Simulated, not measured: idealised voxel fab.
process module | voxel capacitor over wiring
cross-section cut | 155 nm wide | cells 5 nm
A cross-section is a grid of square cells, given in bands from the top down. A band is one or more rows of cells.
Each band's line starts with the height of the band's top and of its bottom, in nm. Then come its materials from left to right, each with its width in nm. One material with "throughout" fills the band from edge to edge. "air" is empty space.
Height 0 is the level under which the wafer as received is all one material. The lowest band goes on downwards, as in "0 down".
A width such as "30 to 40" changes by the same amount from each row of cells to the next, from the band's top row to its bottom row.
"no change" after a step means that no cell of the cross-section changed.
closed voids: empty space of 8 cells or more with no open way to the top, each as width x height at its distance from the left edge, in nm
after a step's settings: what the simulator itself notes on the step
overlay nm, on a step with a mask: how far to the right of its planned place the mask lay; to the left if negative
plan
1 op RECEIVE | material Si
2 op CONFORMAL_DEP | material SiO2 | thk nm 10
3 op CONFORMAL_DEP | material SiCN | thk nm 5
4 op DIRECTIONAL_DEP | material SiO2 | thk nm 25
5 op MASKED_ETCH | tone open | mask id METAL_1 | width nm 25 | pitch nm 95 | etch materials SiO2 | depth nm 25 | overlay nm 0
6 op MASKED_ETCH | tone open | mask id METAL_1 | width nm 25 | pitch nm 95 | etch materials SiCN | depth nm 5 | overlay nm 0
7 op CONFORMAL_DEP | material TiN | thk nm 5
8 op FILL_DEP | material Cu | thk nm 5
9 op CMP | height nm 40
10 op EPI | material Ru | thk nm 5
11 op FILL_DEP | material SiCN | thk nm 5
12 op DIRECTIONAL_DEP | material SiO2 | thk nm 20
13 op MASKED_ETCH | tone open | mask id PLUG_1 | width nm 15 | etch materials SiO2 | depth nm 20 | overlay nm 0
14 op MASKED_ETCH | tone open | mask id PLUG_1 | width nm 15 | etch materials SiCN | depth nm 5 | overlay nm 0
15 op CONFORMAL_DEP | material TiN | thk nm 5
16 op FILL_DEP | material Ru | thk nm 10
17 op CMP | height nm 70
18 op DIRECTIONAL_DEP | material TiN | thk nm 5
19 op DIRECTIONAL_DEP | material SiN | thk nm 5
20 op DIRECTIONAL_DEP | material TiN | thk nm 5
21 op DIRECTIONAL_DEP | material aC | thk nm 15
22 op PATTERN | tone cover | mask id UPPER_PLATE | material resist | width nm 75 | thk nm 35 | overlay nm -10
23 op DIRECTIONAL_ETCH | etch materials aC | depth nm 15
24 op STRIP | etch materials resist
25 op DIRECTIONAL_ETCH | etch materials TiN | depth nm 5
26 op DIRECTIONAL_ETCH | etch materials SiN | depth nm 5
27 op STRIP | etch materials aC
28 op MASKED_ETCH | tone cover | mask id LOWER_PLATE | width nm 85 | etch materials TiN | depth nm 5 | overlay nm 0
29 op FILL_DEP | material SiO2 | thk nm 20
30 op CMP | height nm 100
31 op MASKED_ETCH | tone open | mask id PLUG_2 | width nm 15 | etch materials SiO2 | depth nm 15 | overlay nm 0
32 op CONFORMAL_DEP | material TiN | thk nm 5
33 op FILL_DEP | material Cu | thk nm 5
34 op CMP | height nm 100
35 op CONFORMAL_DEP | material SiCN | thk nm 5
varied across the wafers: overlay nm of step 22. The plan shows the first wafer's value. All wafers start alike
first wafer as received, after step 1
  0 down: Si throughout
  closed voids: none
each wafer at the end: cells of each material gained (+) or lost (-) since it was received, then its closed voids
overlay nm -10 | +32 Cu | +18 Ru | +97 SiCN | +15 SiN | +409 SiO2 | +80 TiN | closed voids: none
overlay nm -5 | +32 Cu | +18 Ru | +97 SiCN | +15 SiN | +409 SiO2 | +80 TiN | closed voids: none
overlay nm 0 | +32 Cu | +18 Ru | +97 SiCN | +15 SiN | +409 SiO2 | +80 TiN | closed voids: none
overlay nm 5 | +32 Cu | +18 Ru | +97 SiCN | +15 SiN | +409 SiO2 | +80 TiN | closed voids: none
overlay nm 10 | +32 Cu | +18 Ru | +97 SiCN | +15 SiN | +409 SiO2 | +80 TiN | closed voids: none
overlay nm 15 | +32 Cu | +18 Ru | +97 SiCN | +15 SiN | +409 SiO2 | +80 TiN | closed voids: none
